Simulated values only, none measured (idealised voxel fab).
process module | voxel trench capacitor
cross-section cut | 275 nm wide | cells 5 nm
A cross-section is a grid of square cells, given in bands from the top down. A band is one or more rows of cells.
Each band's line starts with the height of the band's top and of its bottom, in nm. Then come its materials from left to right, each with its width in nm. One material with "throughout" fills the band from edge to edge. "air" is empty space.
Height 0 is the level under which the wafer as received is all one material. The lowest band goes on downwards, as in "0 down".
A width such as "30 to 40" changes by the same amount from each row of cells to the next, from the band's top row to its bottom row.
"no change" after a step means that no cell of the cross-section changed.
closed voids: empty space of 8 cells or more with no open way to the top, each as width x height at its distance from the left edge, in nm
after a step's settings: what the simulator itself notes on the step
overlay nm, on a step with a mask: how far to the right of its planned place the mask lay; to the left if negative
plan
1 op RECEIVE | material Si
2 op CONFORMAL_DEP | material SiN | thk nm 10
3 op PATTERN | tone open | mask id TRENCH | material resist | width nm 20 | pitch nm 50 | thk nm 15 | overlay nm 0
4 op DIRECTIONAL_ETCH | etch materials SiN | depth nm 10
5 op DIRECTIONAL_ETCH | etch materials Si | depth nm 20
6 op STRIP | etch materials resist
7 op CONFORMAL_DEP | material Al2O3 | thk nm 5
8 op FILL_DEP | material polySi | thk nm 10
9 op CMP | height nm 10
varied across the wafers: depth nm of step 5. The plan shows the first wafer's value. All wafers start alike
first wafer as received, after step 1
  0 down: Si throughout
  closed voids: none
each wafer at the end: cells of each material gained (+) or lost (-) since it was received, then its closed voids
depth nm 20 | +28 Al2O3 | -32 Si | +94 SiN | +20 polySi | closed voids: none
depth nm 25 | +32 Al2O3 | -40 Si | +94 SiN | +24 polySi | closed voids: none
depth nm 30 | +36 Al2O3 | -48 Si | +94 SiN | +28 polySi | closed voids: none
depth nm 35 | +40 Al2O3 | -56 Si | +94 SiN | +32 polySi | closed voids: none
depth nm 40 | +44 Al2O3 | -64 Si | +94 SiN | +36 polySi | closed voids: none
depth nm 45 | +48 Al2O3 | -72 Si | +94 SiN | +40 polySi | closed voids: none
